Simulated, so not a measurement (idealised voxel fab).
The following process module bears the name voxel released beams.
For reference, the cross-section in this document is cut, with width 190 nm and square cells of 5 nm.
For the purposes of this document, a cross-section shall be understood as a grid of square cells, specified as bands listed in top-to-bottom order, each band consisting of one or more rows of cells.
Look at the band entry: it leads with the top's height and the bottom's height in nm. Then it lists the materials left to right, with a width in nm for each. The word "throughout" on a single material says that material fills the band edge to edge. The word "air" is empty space.
Height is counted from the level 0, under which the received wafer is composed throughout of one material. The lowest of the bands is not closed at the bottom but continues downward, in the notation "z 0 and below".
So if you see something like "30..40" for the width, read it as the top row of the band sitting at the first number and the bottom row at the second, with every row in between moving by the same amount as the last.
When a step is marked "no modifications", none of the cells in the cross-section changed during that step.
"Trapped voids" lists enclosed empty spaces (at least 8 cells, no open path upward to the top), each as width x height at distance from the left edge, in nm.
Read whatever lies past the settings on a step's line as the simulator's own remark about the step.
The optional step-line setting "overlay nm" applies to steps with a mask and quantifies how far to the right of its planned location the mask lay, a negative value indicating leftward placement.

**Planned process steps**
step 1: RECEIVE, material Si
step 2: CONFORMAL_DEP, material Al2O3, thk nm 5
step 3: DIRECTIONAL_DEP, material SiO2, thk nm 20
step 4: MASKED_ETCH, tone open, mask id ANCHOR, width nm 35, etch materials SiO2, depth nm 20, overlay nm 0
step 5: CONFORMAL_DEP, material W, thk nm 15
step 6: MASKED_ETCH, tone cover, mask id BEAM, width nm 90, etch materials W, depth nm 15, overlay nm 0
step 7: STRIP, etch materials SiO2

**Wafer cross-section on receipt, i.e. after step 1**
- z 0 and below = Si throughout
- Trapped voids: none

**Cross-section, first of two wafers, end of module, run as planned**
- z 40 to 25 = air 45 nm, W 20 nm, air 5 nm, W 65 nm, air 55 nm
- z 25 to 20 = air 50 nm, W 15 nm, air 5 nm, W 15 nm, air 105 nm
- z 20 to 5 = air 50 nm, W 35 nm, air 105 nm
- z 5 to 0 = Al2O3 throughout
- z 0 and below = Si throughout
- Trapped voids: none

**Wafer two, sectioned after the module: the first wafer's start, the first wafer's plan, and one mistake in how it was run**
- z 40 to 25 = air 45 nm, W 20 nm, air 5 nm, W 65 nm, air 55 nm
- z 25 to 20 = air 50 nm, W 15 nm, air 5 nm, W 15 nm, air 105 nm
- z 20 to 5 = air 50 nm, W 35 nm, air 105 nm
- z 5 to 0 = W throughout
- z 0 and below = Si throughout
- Trapped voids: none
Short version of what went wrong: step 2 changed vs plan, executed as CONFORMAL_DEP, material W, thk nm 5
Count the cells at the end and the second wafer has more or fewer of some materials than the first: -38 Al2O3, +38 W
